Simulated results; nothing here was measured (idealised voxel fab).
Herein follows the process module entitled voxel gate over fins.
Section shown: cut. Width: 255 nm. Cell size: 5 nm, square.
Cross-section format: a grid of square cells, given as bands from top to bottom; each band is one or more rows of cells. The entry gives the band's vertical extent as a top height and a bottom height in nm, then its horizontal make-up as materials from left to right, each with a width in nm. "empty" stands for empty space; a single material marked "full width" fills the band edge to edge. For the purposes of this specification, 0 denotes the height below which the wafer in its as-received condition is composed wholly of one material, and the lowermost band, lacking a lower limit, extends downward without end, as expressed in "0 down". Width: "30->40" (first number = top row, second number = bottom row, same change from row to row of cells). "remained the same" means the step left every cell of the cross-section as it was. Closed void catalog: empty space of 8 cells or more with no open way to the top, each as width x height at its distance from the left edge, in nm. after a step's settings: what the simulator itself notes on the step. overlay nm: right-of-plan distance of the mask on a masked step; negative values mean left-of-plan.

## This section lists the process steps that were planned
- 1: op RECEIVE | material Si
- 2: op CONFORMAL_DEP | material SiN | thk nm 10
- 3: op MASKED_ETCH | tone cover | mask id FINS | width nm 15 | pitch nm 45 | etch materials SiN | depth nm 10 | overlay nm 0
- 4: op MASKED_ETCH | tone cover | mask id FINS | width nm 15 | pitch nm 45 | etch materials Si | depth nm 30 | overlay nm 0
- 5: op OXIDIZE | depth nm 5
- 6: op FILL_DEP | material SiO2 | thk nm 10
- 7: op CMP | height nm 10
- 8: op SELECTIVE_ETCH | etch materials SiO2 | depth nm 25
- 9: op STRIP | etch materials SiN
- 10: op CONFORMAL_DEP | material HfO2 | thk nm 5
- 11: op CONFORMAL_DEP | material TiN | thk nm 5
- 12: op FILL_DEP | material W | thk nm 15
- 13: op CMP | height nm 20
- 14: op CONFORMAL_DEP | material SiN | thk nm 10

## As received (post step 1): cross-section
* 0 down  Si full width
* Closed void catalog: none

## First of two wafers: cross-section at end of module, run per plan
* 30 to 20  SiN full width
* 20 to 10  W full width
* 10 to 5  W 90, TiN 25, W 20, TiN 25, W 95
* 5 to 0  W 90, TiN 5, HfO2 15, TiN 5, W 20, TiN 5, HfO2 15, TiN 5, W 95
* 0 to -5  W 90, TiN 5, HfO2 5, Si 5, HfO2 5, TiN 5, W 20, TiN 5, HfO2 5, Si 5, HfO2 5, TiN 5, W 95
* -5 to -10  TiN 95, HfO2 5, Si 5, HfO2 5, TiN 30, HfO2 5, Si 5, HfO2 5, TiN 100
* -10 to -15  HfO2 100, Si 5, HfO2 40, Si 5, HfO2 105
* -15 to -35  SiO2 100, Si 5, SiO2 40, Si 5, SiO2 105
* -35 down  Si full width
* Closed void catalog: none

## Wafer two, end of module, cross-section. Same start, same plan as wafer one. One mistake in the run
* 30 to 20  SiN full width
* 20 to 10  W full width
* 10 to 5  W 90, TiN 25, W 20, TiN 25, W 95
* 5 to 0  W 90, TiN 5, HfO2 15, TiN 5, W 20, TiN 5, HfO2 15, TiN 5, W 95
* 0 to -25  W 90, TiN 5, HfO2 5, Si 5, HfO2 5, TiN 5, W 20, TiN 5, HfO2 5, Si 5, HfO2 5, TiN 5, W 95
* -25 to -30  TiN 95, HfO2 5, Si 5, HfO2 5, TiN 30, HfO2 5, Si 5, HfO2 5, TiN 100
* -30 to -35  HfO2 100, Si 5, HfO2 40, Si 5, HfO2 105
* -35 down  Si full width
* Closed void catalog: none
Processing error: step 8 of the plan was executed twice over
End check, counted in cells, second wafer has more or fewer of these materials than the first: 16 more of HfO2, 196 fewer of SiO2, 16 more of TiN, 164 more of W
